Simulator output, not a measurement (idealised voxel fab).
process module | voxel double patterning
cross-section cut | 265 nm wide | cells 5 nm
A cross-section is a grid of square cells, given in bands from the top down. A band is one or more rows of cells.
Each band's line starts with the height of the band's top and of its bottom, in nm. Then come its materials from left to right, each with its width in nm. One material with "throughout" fills the band from edge to edge. "air" is empty space.
Height 0 is the level under which the wafer as received is all one material. The lowest band goes on downwards, as in "0 down".
A width such as "30 to 40" changes by the same amount from each row of cells to the next, from the band's top row to its bottom row.
"no change" after a step means that no cell of the cross-section changed.
closed voids: empty space of 8 cells or more with no open way to the top, each as width x height at its distance from the left edge, in nm
after a step's settings: what the simulator itself notes on the step
overlay nm, on a step with a mask: how far to the right of its planned place the mask lay; to the left if negative
plan
1 op RECEIVE | material Si
2 op CONFORMAL_DEP | material SiO2 | thk nm 5
3 op DIRECTIONAL_DEP | material polySi | thk nm 20
4 op DIRECTIONAL_DEP | material SiN | thk nm 5
5 op PATTERN | tone open | mask id FIRST | material resist | width nm 15 | pitch nm 50 | thk nm 15 | overlay nm 0
6 op DIRECTIONAL_ETCH | etch materials SiN | depth nm 5
7 op STRIP | etch materials resist
8 op DIRECTIONAL_DEP | material aC | thk nm 10
9 op PATTERN | tone open | mask id SECOND | material resist | width nm 15 | pitch nm 50 | thk nm 30 | overlay nm 0
10 op DIRECTIONAL_ETCH | etch materials aC | depth nm 10
11 op STRIP | etch materials resist
12 op DIRECTIONAL_ETCH | etch materials SiN | depth nm 5
13 op STRIP | etch materials aC
14 op DIRECTIONAL_ETCH | etch materials polySi | depth nm 20
15 op STRIP | etch materials SiN
as received, after step 1
  0 down: Si throughout
  closed voids: none
first wafer at the end, as planned
  25 to 5: polySi 75 | air 15 | polySi 10 | air 15 | polySi 10 | air 15 | polySi 10 | air 15 | polySi 10 | air 15 | polySi 75
  5 to 0: SiO2 throughout
  0 down: Si throughout
  closed voids: none
second wafer at the end: like start, like plan, one mistake
  45 to 25: polySi 75 | air 15 | polySi 10 | air 15 | polySi 10 | air 15 | polySi 10 | air 15 | polySi 10 | air 15 | polySi 75
  25 to 5: polySi throughout
  5 to 0: SiO2 throughout
  0 down: Si throughout
  closed voids: none
what went wrong: step 3 was run twice
at the end the second wafer has, in cells: 212 more of polySi
